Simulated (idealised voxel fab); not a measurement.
process module | voxel lift off
cross-section cut | 270 nm wide | cells 5 nm
A cross-section is a grid of square cells, given in bands from the top down. A band is one or more rows of cells.
Each band's line starts with the height of the band's top and of its bottom, in nm. Then come its materials from left to right, each with its width in nm. One material with "throughout" fills the band from edge to edge. "air" is empty space.
Height 0 is the level under which the wafer as received is all one material. The lowest band goes on downwards, as in "0 down".
A width such as "30 to 40" changes by the same amount from each row of cells to the next, from the band's top row to its bottom row.
"no change" after a step means that no cell of the cross-section changed.
closed voids: empty space of 8 cells or more with no open way to the top, each as width x height at its distance from the left edge, in nm
after a step's settings: what the simulator itself notes on the step
overlay nm, on a step with a mask: how far to the right of its planned place the mask lay; to the left if negative
Each pair below shows a cross-section before one step and the cross-section after it, down to the lowest band that changed. The line under each pair gives the step between them, with its settings. The pairs can come from different runs of this module on the same starting wafer, so a pair continues from the pair above only where its "before" says so.
before
  0 down: Si throughout
  closed voids: none
after
  5 to 0: SiO2 throughout
  below 0: unchanged
  closed voids: none
the step between: op CONFORMAL_DEP | material SiO2 | thk nm 5
before: the cross-section after the pair above
after
  35 to 5: resist 45 | air 25 | resist 25 | air 25 | resist 25 | air 25 | resist 25 | air 25 | resist 50
  below 5: unchanged
  closed voids: none
the step between: op PATTERN | tone open | mask id LINES | material resist | width nm 25 | pitch nm 50 | thk nm 30 | overlay nm 0
before: the cross-section after the pair above
after
  50 to 35: Ru 45 | air 25 | Ru 25 | air 25 | Ru 25 | air 25 | Ru 25 | air 25 | Ru 50
  35 to 20: resist 45 | air 25 | resist 25 | air 25 | resist 25 | air 25 | resist 25 | air 25 | resist 50
  20 to 5: resist 45 | Ru 25 | resist 25 | Ru 25 | resist 25 | Ru 25 | resist 25 | Ru 25 | resist 50
  below 5: unchanged
  closed voids: none
the step between: op DIRECTIONAL_DEP | material Ru | thk nm 15
before: the cross-section after the pair above
after
  20 to 5: air 45 | Ru 25 | air 25 | Ru 25 | air 25 | Ru 25 | air 25 | Ru 25 | air 50
  below 5: unchanged
  closed voids: none
the step between: op STRIP | etch materials resist
before: the cross-section after the pair above
after
  30 to 20: air 35 | SiO2 45 | air 5 | SiO2 45 | air 5 | SiO2 45 | air 5 | SiO2 45 | air 40
  20 to 15: air 35 | SiO2 10 | Ru 25 | SiO2 10 | air 5 | SiO2 10 | Ru 25 | SiO2 10 | air 5 | SiO2 10 | Ru 25 | SiO2 10 | air 5 | SiO2 10 | Ru 25 | SiO2 10 | air 40
  15 to 5: SiO2 45 | Ru 25 | SiO2 25 | Ru 25 | SiO2 25 | Ru 25 | SiO2 25 | Ru 25 | SiO2 50
  below 5: unchanged
  closed voids: none
the step between: op CONFORMAL_DEP | material SiO2 | thk nm 10
before
  0 down: Si throughout
  closed voids: none
after
  30 to 0: resist 45 | air 25 | resist 25 | air 25 | resist 25 | air 25 | resist 25 | air 25 | resist 50
  below 0: unchanged
  closed voids: none
the step between: op PATTERN | tone open | mask id LINES | material resist | width nm 25 | pitch nm 50 | thk nm 30 | overlay nm 0
before: the cross-section after the pair above
after
  45 to 30: Ru 45 | air 25 | Ru 25 | air 25 | Ru 25 | air 25 | Ru 25 | air 25 | Ru 50
  30 to 15: resist 45 | air 25 | resist 25 | air 25 | resist 25 | air 25 | resist 25 | air 25 | resist 50
  15 to 0: resist 45 | Ru 25 | resist 25 | Ru 25 | resist 25 | Ru 25 | resist 25 | Ru 25 | resist 50
  below 0: unchanged
  closed voids: none
the step between: op DIRECTIONAL_DEP | material Ru | thk nm 15
before: the cross-section after the pair above
after
  15 to 0: air 45 | Ru 25 | air 25 | Ru 25 | air 25 | Ru 25 | air 25 | Ru 25 | air 50
  below 0: unchanged
  closed voids: none
the step between: op STRIP | etch materials resist
before: the cross-section after the pair above
after
  25 to 15: air 35 | SiO2 45 | air 5 | SiO2 45 | air 5 | SiO2 45 | air 5 | SiO2 45 | air 40
  15 to 10: air 35 | SiO2 10 | Ru 25 | SiO2 10 | air 5 | SiO2 10 | Ru 25 | SiO2 10 | air 5 | SiO2 10 | Ru 25 | SiO2 10 | air 5 | SiO2 10 | Ru 25 | SiO2 10 | air 40
  10 to 0: SiO2 45 | Ru 25 | SiO2 25 | Ru 25 | SiO2 25 | Ru 25 | SiO2 25 | Ru 25 | SiO2 50
  below 0: unchanged
  closed voids: none
the step between: op CONFORMAL_DEP | material SiO2 | thk nm 10
before
  35 to 5: resist 45 | air 25 | resist 25 | air 25 | resist 25 | air 25 | resist 25 | air 25 | resist 50
  5 to 0: SiO2 throughout
  0 down: Si throughout
  closed voids: none
after
  60 to 35: Ru 45 | air 25 | Ru 25 | air 25 | Ru 25 | air 25 | Ru 25 | air 25 | Ru 50
  35 to 30: resist 45 | air 25 | resist 25 | air 25 | resist 25 | air 25 | resist 25 | air 25 | resist 50
  30 to 5: resist 45 | Ru 25 | resist 25 | Ru 25 | resist 25 | Ru 25 | resist 25 | Ru 25 | resist 50
  below 5: unchanged
  closed voids: none
the step between: op DIRECTIONAL_DEP | material Ru | thk nm 25
before: the cross-section after the pair above
after
  30 to 5: air 45 | Ru 25 | air 25 | Ru 25 | air 25 | Ru 25 | air 25 | Ru 25 | air 50
  below 5: unchanged
  closed voids: none
the step between: op STRIP | etch materials resist
before: the cross-section after the pair above
after
  40 to 30: air 35 | SiO2 45 | air 5 | SiO2 45 | air 5 | SiO2 45 | air 5 | SiO2 45 | air 40
  30 to 15: air 35 | SiO2 10 | Ru 25 | SiO2 10 | air 5 | SiO2 10 | Ru 25 | SiO2 10 | air 5 | SiO2 10 | Ru 25 | SiO2 10 | air 5 | SiO2 10 | Ru 25 | SiO2 10 | air 40
  15 to 5: SiO2 45 | Ru 25 | SiO2 25 | Ru 25 | SiO2 25 | Ru 25 | SiO2 25 | Ru 25 | SiO2 50
  below 5: unchanged
  closed voids: none
the step between: op CONFORMAL_DEP | material SiO2 | thk nm 10
before
  5 to 0: SiO2 throughout
  0 down: Si throughout
  closed voids: none
after
  35 to 5: resist 50 | air 15 | resist 35 | air 15 | resist 35 | air 15 | resist 35 | air 15 | resist 55
  below 5: unchanged
  closed voids: none
the step between: op PATTERN | tone open | mask id LINES | material resist | width nm 15 | pitch nm 50 | thk nm 30 | overlay nm 0
before: the cross-section after the pair above
after
  50 to 35: Ru 50 | air 15 | Ru 35 | air 15 | Ru 35 | air 15 | Ru 35 | air 15 | Ru 55
  35 to 20: resist 50 | air 15 | resist 35 | air 15 | resist 35 | air 15 | resist 35 | air 15 | resist 55
  20 to 5: resist 50 | Ru 15 | resist 35 | Ru 15 | resist 35 | Ru 15 | resist 35 | Ru 15 | resist 55
  below 5: unchanged
  closed voids: none
the step between: op DIRECTIONAL_DEP | material Ru | thk nm 15
before: the cross-section after the pair above
after
  20 to 5: air 50 | Ru 15 | air 35 | Ru 15 | air 35 | Ru 15 | air 35 | Ru 15 | air 55
  below 5: unchanged
  closed voids: none
the step between: op STRIP | etch materials resist
before: the cross-section after the pair above
after
  30 to 20: air 40 | SiO2 35 | air 15 | SiO2 35 | air 15 | SiO2 35 | air 15 | SiO2 35 | air 45
  20 to 15: air 40 | SiO2 10 | Ru 15 | SiO2 10 | air 15 | SiO2 10 | Ru 15 | SiO2 10 | air 15 | SiO2 10 | Ru 15 | SiO2 10 | air 15 | SiO2 10 | Ru 15 | SiO2 10 | air 45
  15 to 5: SiO2 50 | Ru 15 | SiO2 35 | Ru 15 | SiO2 35 | Ru 15 | SiO2 35 | Ru 15 | SiO2 55
  below 5: unchanged
  closed voids: none
the step between: op CONFORMAL_DEP | material SiO2 | thk nm 10
before
  5 to 0: SiO2 throughout
  0 down: Si throughout
  closed voids: none
after
  35 to 5: resist 50 | air 25 | resist 25 | air 25 | resist 25 | air 25 | resist 25 | air 25 | resist 45
  below 5: unchanged
  closed voids: none
the step between: op PATTERN | tone open | mask id LINES | material resist | width nm 25 | pitch nm 50 | thk nm 30 | overlay nm 5
before: the cross-section after the pair above
after
  50 to 35: Ru 50 | air 25 | Ru 25 | air 25 | Ru 25 | air 25 | Ru 25 | air 25 | Ru 45
  35 to 20: resist 50 | air 25 | resist 25 | air 25 | resist 25 | air 25 | resist 25 | air 25 | resist 45
  20 to 5: resist 50 | Ru 25 | resist 25 | Ru 25 | resist 25 | Ru 25 | resist 25 | Ru 25 | resist 45
  below 5: unchanged
  closed voids: none
the step between: op DIRECTIONAL_DEP | material Ru | thk nm 15
before: the cross-section after the pair above
after
  20 to 5: air 50 | Ru 25 | air 25 | Ru 25 | air 25 | Ru 25 | air 25 | Ru 25 | air 45
  below 5: unchanged
  closed voids: none
the step between: op STRIP | etch materials resist
before: the cross-section after the pair above
after
  30 to 20: air 40 | SiO2 45 | air 5 | SiO2 45 | air 5 | SiO2 45 | air 5 | SiO2 45 | air 35
  20 to 15: air 40 | SiO2 10 | Ru 25 | SiO2 10 | air 5 | SiO2 10 | Ru 25 | SiO2 10 | air 5 | SiO2 10 | Ru 25 | SiO2 10 | air 5 | SiO2 10 | Ru 25 | SiO2 10 | air 35
  15 to 5: SiO2 50 | Ru 25 | SiO2 25 | Ru 25 | SiO2 25 | Ru 25 | SiO2 25 | Ru 25 | SiO2 45
  below 5: unchanged
  closed voids: none
the step between: op CONFORMAL_DEP | material SiO2 | thk nm 10
before
  0 down: Si throughout
  closed voids: none
after
  5 to 0: Ru throughout
  below 0: unchanged
  closed voids: none
the step between: op CONFORMAL_DEP | material Ru | thk nm 5
before: the cross-section after the pair above
after
  35 to 5: resist 45 | air 25 | resist 25 | air 25 | resist 25 | air 25 | resist 25 | air 25 | resist 50
  below 5: unchanged
  closed voids: none
the step between: op PATTERN | tone open | mask id LINES | material resist | width nm 25 | pitch nm 50 | thk nm 30 | overlay nm 0
before: the cross-section after the pair above
after
  50 to 35: Ru 45 | air 25 | Ru 25 | air 25 | Ru 25 | air 25 | Ru 25 | air 25 | Ru 50
  35 to 20: resist 45 | air 25 | resist 25 | air 25 | resist 25 | air 25 | resist 25 | air 25 | resist 50
  20 to 5: resist 45 | Ru 25 | resist 25 | Ru 25 | resist 25 | Ru 25 | resist 25 | Ru 25 | resist 50
  below 5: unchanged
  closed voids: none
the step between: op DIRECTIONAL_DEP | material Ru | thk nm 15
before: the cross-section after the pair above
after
  20 to 5: air 45 | Ru 25 | air 25 | Ru 25 | air 25 | Ru 25 | air 25 | Ru 25 | air 50
  below 5: unchanged
  closed voids: none
the step between: op STRIP | etch materials resist
before: the cross-section after the pair above
after
  30 to 20: air 35 | SiO2 45 | air 5 | SiO2 45 | air 5 | SiO2 45 | air 5 | SiO2 45 | air 40
  20 to 15: air 35 | SiO2 10 | Ru 25 | SiO2 10 | air 5 | SiO2 10 | Ru 25 | SiO2 10 | air 5 | SiO2 10 | Ru 25 | SiO2 10 | air 5 | SiO2 10 | Ru 25 | SiO2 10 | air 40
  15 to 5: SiO2 45 | Ru 25 | SiO2 25 | Ru 25 | SiO2 25 | Ru 25 | SiO2 25 | Ru 25 | SiO2 50
  below 5: unchanged
  closed voids: none
the step between: op CONFORMAL_DEP | material SiO2 | thk nm 10
before
  5 to 0: SiO2 throughout
  0 down: Si throughout
  closed voids: none
after
  35 to 5: air 45 | resist 25 | air 25 | resist 25 | air 25 | resist 25 | air 25 | resist 25 | air 50
  below 5: unchanged
  closed voids: none
the step between: op PATTERN | tone cover | mask id LINES | material resist | width nm 25 | pitch nm 50 | thk nm 30 | overlay nm 0
before: the cross-section after the pair above
after
  50 to 35: air 45 | Ru 25 | air 25 | Ru 25 | air 25 | Ru 25 | air 25 | Ru 25 | air 50
  35 to 20: air 45 | resist 25 | air 25 | resist 25 | air 25 | resist 25 | air 25 | resist 25 | air 50
  20 to 5: Ru 45 | resist 25 | Ru 25 | resist 25 | Ru 25 | resist 25 | Ru 25 | resist 25 | Ru 50
  below 5: unchanged
  closed voids: none
the step between: op DIRECTIONAL_DEP | material Ru | thk nm 15
before: the cross-section after the pair above
after
  20 to 5: Ru 45 | air 25 | Ru 25 | air 25 | Ru 25 | air 25 | Ru 25 | air 25 | Ru 50
  below 5: unchanged
  closed voids: none
the step between: op STRIP | etch materials resist
before: the cross-section after the pair above
after
  30 to 20: SiO2 55 | air 5 | SiO2 45 | air 5 | SiO2 45 | air 5 | SiO2 45 | air 5 | SiO2 60
  20 to 15: Ru 45 | SiO2 10 | air 5 | SiO2 10 | Ru 25 | SiO2 10 | air 5 | SiO2 10 | Ru 25 | SiO2 10 | air 5 | SiO2 10 | Ru 25 | SiO2 10 | air 5 | SiO2 10 | Ru 50
  15 to 5: Ru 45 | SiO2 25 | Ru 25 | SiO2 25 | Ru 25 | SiO2 25 | Ru 25 | SiO2 25 | Ru 50
  below 5: unchanged
  closed voids: none
the step between: op CONFORMAL_DEP | material SiO2 | thk nm 10
